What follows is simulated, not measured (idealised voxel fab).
Documented hereafter: the process module known as voxel self aligned contacts.
The figure presents cross-section cut, which has a width of 215 nm and is divided into square cells with an edge length of 5 nm.
In this document a cross-section is written as a grid of square cells. It is given as a series of bands, listed from the top down, and a band is one or more rows of cells. Read a band's entry like this: the first values are the height of its top and the height of its bottom in nm, and what follows is the sequence of materials from left to right, each with its width in nm. Note that "blank" is empty space, and that a single material marked "full width" reaches across the band from edge to edge. Height 0 is the level under which the wafer as received is all one material. The lowest band goes on downwards, as in "0 down". You'd read "30->40" like this: the band's top row of cells is as wide as the first number, its bottom row is as wide as the second, and going down, every row changes width by the same amount as the row before did. "all unchanged" means the step left every cell of the cross-section as it was. In "Sealed-off cavities" the enclosed voids are listed, meaning empty spaces of 8 cells or larger without any opening to the top. The form is width x height at distance, distance from the left edge, units nm. If you see something after the settings on a step's line, that's the simulator's own remark about that step. overlay nm: mask right of planned place by this much (step with mask). Neg. = left.

# Listed below are the process steps as planned
1) RECEIVE | material Si
2) OXIDIZE | depth nm 5
3) DIRECTIONAL_DEP | material polySi | thk nm 25
4) DIRECTIONAL_DEP | material SiN | thk nm 25
5) MASKED_ETCH | tone cover | mask id GATE | width nm 25 | pitch nm 65 | etch materials SiN | depth nm 25 | overlay nm 0
6) MASKED_ETCH | tone cover | mask id GATE | width nm 25 | pitch nm 65 | etch materials polySi | depth nm 25 | overlay nm 0
7) CONFORMAL_DEP | material SiN | thk nm 10
8) DIRECTIONAL_ETCH | etch materials SiN | depth nm 10
9) FILL_DEP | material SiO2 | thk nm 15
10) CMP | height nm 55
11) MASKED_ETCH | tone open | mask id CONTACT | width nm 50 | pitch nm 65 | etch materials SiO2 | depth nm 60 | overlay nm 0
12) CONFORMAL_DEP | material TiN | thk nm 5
13) FILL_DEP | material Ru | thk nm 10
14) CMP | height nm 55
15) CONFORMAL_DEP | material SiCN | thk nm 5

# Delivered wafer in cross-section: state after step 1
0 down  Si full width
Sealed-off cavities: none

# As-planned run: cross-section of the first of two wafers at end of module
60 to 55  SiCN full width
55 to 50  SiO2 50 | TiN 20 | Ru 10 | TiN 20 | SiO2 15 | TiN 20 | Ru 10 | TiN 20 | SiO2 50
50 to 25  SiO2 20 | SiN 45 | TiN 5 | Ru 10 | TiN 5 | SiN 45 | TiN 5 | Ru 10 | TiN 5 | SiN 45 | SiO2 20
25 to 0  SiO2 20 | SiN 10 | polySi 25 | SiN 10 | TiN 5 | Ru 10 | TiN 5 | SiN 10 | polySi 25 | SiN 10 | TiN 5 | Ru 10 | TiN 5 | SiN 10 | polySi 25 | SiN 10 | SiO2 20
0 to -5  SiO2 65 | TiN 20 | SiO2 45 | TiN 20 | SiO2 65
-5 down  Si full width
Sealed-off cavities: none

# This cross-section belongs to the second wafer of two at the end of the module; the start and the plan were shared with the first, and the run included one mistake
60 to 55  SiCN full width
55 to 25  SiO2 20 | SiN 45 | TiN 5 | Ru 10 | TiN 5 | SiN 45 | TiN 5 | Ru 10 | TiN 5 | SiN 45 | SiO2 20
25 to 10  SiO2 20 | SiN 10 | polySi 25 | SiN 10 | TiN 5 | Ru 10 | TiN 5 | SiN 10 | polySi 25 | SiN 10 | TiN 5 | Ru 10 | TiN 5 | SiN 10 | polySi 25 | SiN 10 | SiO2 20
10 to 5  SiO2 20 | SiN 10 | polySi 25 | SiN 10 | TiN 20 | SiN 10 | polySi 25 | SiN 10 | TiN 20 | SiN 10 | polySi 25 | SiN 10 | SiO2 20
5 to 0  SiN 30 | polySi 25 | SiN 40 | polySi 25 | SiN 40 | polySi 25 | SiN 30
0 to -5  SiO2 full width
-5 down  Si full width
Sealed-off cavities: none
What went wrong in running the wafer? it should be noted that step 8 was executed with settings other than those planned, the operation and settings actually applied being DIRECTIONAL_ETCH | etch materials SiN | depth nm 5
FYI, end of process, the second wafer has more or fewer cells of some materials than the first: Ru: 8 fewer | SiN: 43 more | SiO2: 15 fewer | TiN: 20 fewer
